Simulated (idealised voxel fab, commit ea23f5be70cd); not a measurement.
You're looking at the process module voxel plated lines.
Section cut is 195 nm wide and gridded with 5 nm square cells.
Cross-section format: a grid of square cells, given as bands from top to bottom; each band is one or more rows of cells. Band entry format. Leading values: height of top, height of bottom, nm. Remainder: materials in left-to-right order, each with its width in nm. Special words: "all across" on a single material, which then fills the band edge to edge; "air", empty space. Zero point of the height axis is 0; under it, received wafer = one material. Lowest band: continues down indefinitely, "0 down". So if you see something like "30->40" for the width, read it as the top row of the band sitting at the first number and the bottom row at the second, with every row in between moving by the same amount as the last. Key: "no modifications" - step with no changed cell in the cross-section. Enclosed voids (no open way to top), threshold 8 cells or more, entry "Closed void entries", notation width x height at distance, distance from left edge, nm. The remark found on a step's line after its settings is issued by the simulator itself and pertains to that step. "overlay nm" denotes, for a step that has a mask, the displacement of the mask to the right of its planned place, with negative values corresponding to the left.

## The steps planned for the process are as follows
step 1: RECEIVE with material Si
step 2: CONFORMAL_DEP with material SiN, thk nm 10
step 3: DIRECTIONAL_DEP with material TiN, thk nm 5
step 4: PATTERN with tone open, mask id LINES, material resist, width nm 15, pitch nm 35, thk nm 35, overlay nm 0
step 5: EPI with material Ru, thk nm 10
step 6: EPI with material Ru, thk nm 5
step 7: EPI with material Ru, thk nm 10
step 8: STRIP with etch materials resist
step 9: DIRECTIONAL_ETCH with etch materials TiN, depth nm 5
step 10: CONFORMAL_DEP with material SiCN, thk nm 5

## What follows covers the first of two wafers; it ran as planned

## Cross-section: wafer on arrival = after step 1
0 down = Si all across
Closed void entries: none

## Once step 2 is through, the wafer looks like this in cross-section
10 to 0 = SiN all across
Unchanged below 0.

## Once step 3 is through, the wafer looks like this in cross-section
15 to 10 = TiN all across
Unchanged below 10.

## Once step 4 is through, the wafer looks like this in cross-section
50 to 15 = 70 nm resist / 15 nm air / 20 nm resist / 15 nm air / 75 nm resist
Unchanged below 15.

## Once step 5 is through, the wafer looks like this in cross-section
50 to 25 = 70 nm resist / 15 nm air / 20 nm resist / 15 nm air / 75 nm resist
25 to 15 = 70 nm resist / 15 nm Ru / 20 nm resist / 15 nm Ru / 75 nm resist
Unchanged below 15.

## Once step 6 is through, the wafer looks like this in cross-section
50 to 30 = 70 nm resist / 15 nm air / 20 nm resist / 15 nm air / 75 nm resist
30 to 15 = 70 nm resist / 15 nm Ru / 20 nm resist / 15 nm Ru / 75 nm resist
Unchanged below 15.

## Once step 7 is through, the wafer looks like this in cross-section
50 to 40 = 70 nm resist / 15 nm air / 20 nm resist / 15 nm air / 75 nm resist
40 to 15 = 70 nm resist / 15 nm Ru / 20 nm resist / 15 nm Ru / 75 nm resist
Unchanged below 15.

## Once step 8 is through, the wafer looks like this in cross-section
40 to 15 = 70 nm air / 15 nm Ru / 20 nm air / 15 nm Ru / 75 nm air
Unchanged below 15.

## Once step 9 is through, the wafer looks like this in cross-section
40 to 15 = 70 nm air / 15 nm Ru / 20 nm air / 15 nm Ru / 75 nm air
15 to 10 = 70 nm air / 15 nm TiN / 20 nm air / 15 nm TiN / 75 nm air
Unchanged below 10.

## Once step 10 is through, the wafer looks like this in cross-section
45 to 40 = 65 nm air / 25 nm SiCN / 10 nm air / 25 nm SiCN / 70 nm air
40 to 15 = 65 nm air / 5 nm SiCN / 15 nm Ru / 5 nm SiCN / 10 nm air / 5 nm SiCN / 15 nm Ru / 5 nm SiCN / 70 nm air
15 to 10 = 70 nm SiCN / 15 nm TiN / 20 nm SiCN / 15 nm TiN / 75 nm SiCN
Unchanged below 10.

## Second Wafer (Identical Start and Plan, One Processing Error; Matches First Wafer Through Step 3)

## Second wafer profile in section, at the moment step 4 of the plan was meant to be complete
50 to 15 = 70 nm resist / 20 nm air / 15 nm resist / 20 nm air / 70 nm resist
Unchanged below 15.

## Second wafer profile in section, at the moment step 5 of the plan was meant to be complete
50 to 25 = 70 nm resist / 20 nm air / 15 nm resist / 20 nm air / 70 nm resist
25 to 15 = 70 nm resist / 20 nm Ru / 15 nm resist / 20 nm Ru / 70 nm resist
Unchanged below 15.

## Second wafer profile in section, at the moment step 6 of the plan was meant to be complete
50 to 30 = 70 nm resist / 20 nm air / 15 nm resist / 20 nm air / 70 nm resist
30 to 15 = 70 nm resist / 20 nm Ru / 15 nm resist / 20 nm Ru / 70 nm resist
Unchanged below 15.

## Second wafer profile in section, at the moment step 7 of the plan was meant to be complete
50 to 40 = 70 nm resist / 20 nm air / 15 nm resist / 20 nm air / 70 nm resist
40 to 15 = 70 nm resist / 20 nm Ru / 15 nm resist / 20 nm Ru / 70 nm resist
Unchanged below 15.

## Second wafer profile in section, at the moment step 8 of the plan was meant to be complete
40 to 15 = 70 nm air / 20 nm Ru / 15 nm air / 20 nm Ru / 70 nm air
Unchanged below 15.

## Second wafer profile in section, at the moment step 9 of the plan was meant to be complete
40 to 15 = 70 nm air / 20 nm Ru / 15 nm air / 20 nm Ru / 70 nm air
15 to 10 = 70 nm air / 20 nm TiN / 15 nm air / 20 nm TiN / 70 nm air
Unchanged below 10.

## Second wafer profile in section, at the moment step 10 of the plan was meant to be complete
45 to 40 = 65 nm air / 30 nm SiCN / 5 nm air / 30 nm SiCN / 65 nm air
40 to 15 = 65 nm air / 5 nm SiCN / 20 nm Ru / 5 nm SiCN / 5 nm air / 5 nm SiCN / 20 nm Ru / 5 nm SiCN / 65 nm air
15 to 10 = 70 nm SiCN / 20 nm TiN / 15 nm SiCN / 20 nm TiN / 70 nm SiCN
Unchanged below 10.
Deviation noted in wafer processing: step 4, actual vs plan mismatch, actual run PATTERN with tone open, mask id LINES, material resist, width nm 20, pitch nm 35, thk nm 35, overlay nm 0
Counted in cells at the end, the second wafer holds more or fewer of these materials than the first: Ru: 10 more, TiN: 2 more
